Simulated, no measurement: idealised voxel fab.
You're looking at the process module voxel air gaps.
Cross-sectional view cut (width: 170 nm; square cell size: 5 nm).
Throughout this document, each cross-section is represented as a grid of square cells and is presented as a sequence of bands enumerated from the top downward, where a band comprises one or more rows of cells. A band entry consists of two parts. The first gives the height of the band's top and the height of its bottom, in nm. The rest lists the band's materials from left to right, each with its width in nm. A single material labelled with the word "all across" fills the band from edge to edge, and the word "air" marks empty space. Height is counted from the level 0, under which the received wafer is composed throughout of one material. The lowest of the bands is not closed at the bottom but continues downward, in the notation "top 0, no bottom". Width: "30 to 40" (first number = top row, second number = bottom row, same change from row to row of cells). The cross-section has no changed cell in any step marked "nothing changed". Basically, "Enclosed void catalog" tells you about the enclosed voids: empty spaces with no open way to the top, 8 cells or bigger, each written width x height at distance, where distance is from the left edge, all in nm. Where a step's line continues beyond its settings, the continuation is a remark by the simulator itself on that step. "overlay nm" answers the question of how far to the right of plan the mask lay on a step that has a mask, and when it is negative the answer is to the left.

The steps planned for the process are as follows
1) RECEIVE with material Si
2) CONFORMAL_DEP with material SiO2, thk nm 10
3) CONFORMAL_DEP with material SiN, thk nm 5
4) DIRECTIONAL_DEP with material SiO2, thk nm 40
5) PATTERN with tone open, mask id LINES, material resist, width nm 25, pitch nm 50, thk nm 20, overlay nm 0
6) DIRECTIONAL_ETCH with etch materials SiO2, depth nm 40
7) STRIP with etch materials resist
8) CONFORMAL_DEP with material TiN, thk nm 5
9) FILL_DEP with material Cu, thk nm 5
10) CMP with height nm 55
11) EPI with material Ru, thk nm 10
12) SELECTIVE_ETCH with etch materials SiO2, depth nm 50
13) CONFORMAL_DEP with material SiN, thk nm 5

Cross-section of the wafer at receipt, which is the condition after step 1
    top 0, no bottom  Si all across
    Enclosed void catalog: none

Cross-sectional image of the first of two wafers at the end of the module, the run having proceeded as planned
    top 70, bottom 65  5 of air; 155 of SiN; 10 of air
    top 65, bottom 55  5 of air; 5 of SiN; 45 of Ru; 5 of SiN; 45 of Ru; 5 of SiN; 45 of Ru; 5 of SiN; 10 of air
    top 55, bottom 50  5 of air; 15 of SiN; 5 of TiN; 15 of Cu; 5 of TiN; 25 of SiN; 5 of TiN; 15 of Cu; 5 of TiN; 25 of SiN; 5 of TiN; 15 of Cu; 5 of TiN; 15 of SiN; 10 of air
    top 50, bottom 20  15 of air; 5 of SiN; 5 of TiN; 15 of Cu; 5 of TiN; 5 of SiN; 15 of air; 5 of SiN; 5 of TiN; 15 of Cu; 5 of TiN; 5 of SiN; 15 of air; 5 of SiN; 5 of TiN; 15 of Cu; 5 of TiN; 5 of SiN; 20 of air
    top 20, bottom 15  20 of SiN; 25 of TiN; 25 of SiN; 25 of TiN; 25 of SiN; 25 of TiN; 25 of SiN
    top 15, bottom 10  SiN all across
    top 10, bottom 0  SiO2 all across
    top 0, no bottom  Si all across
    Enclosed void catalog: 15 x 30 at 50; 15 x 30 at 100

Here is the second of the two wafers cut open at the end of the module - same start, same plan as the first one, but we made one mistake running it
    top 70, bottom 65  SiN all across
    top 65, bottom 55  Ru all across
    top 55, bottom 50  25 of TiN; 15 of Cu; 35 of TiN; 15 of Cu; 35 of TiN; 15 of Cu; 30 of TiN
    top 50, bottom 15  20 of SiO2; 5 of TiN; 15 of Cu; 5 of TiN; 25 of SiO2; 5 of TiN; 15 of Cu; 5 of TiN; 25 of SiO2; 5 of TiN; 15 of Cu; 5 of TiN; 25 of SiO2
    top 15, bottom 10  20 of SiO2; 25 of TiN; 25 of SiO2; 25 of TiN; 25 of SiO2; 25 of TiN; 25 of SiO2
    top 10, bottom 0  SiO2 all across
    top 0, no bottom  Si all across
    Enclosed void catalog: none
Processing error: execution of step 3 of the plan did not take place, the step having been omitted
Final wafer comparison in cells, second versus first, more or fewer per material: Cu: 9 more | Ru: 14 more | SiN: 110 fewer | SiO2: 152 more | TiN: 25 more
Closed voids, final: 2 / 0 (first wafer / second wafer).
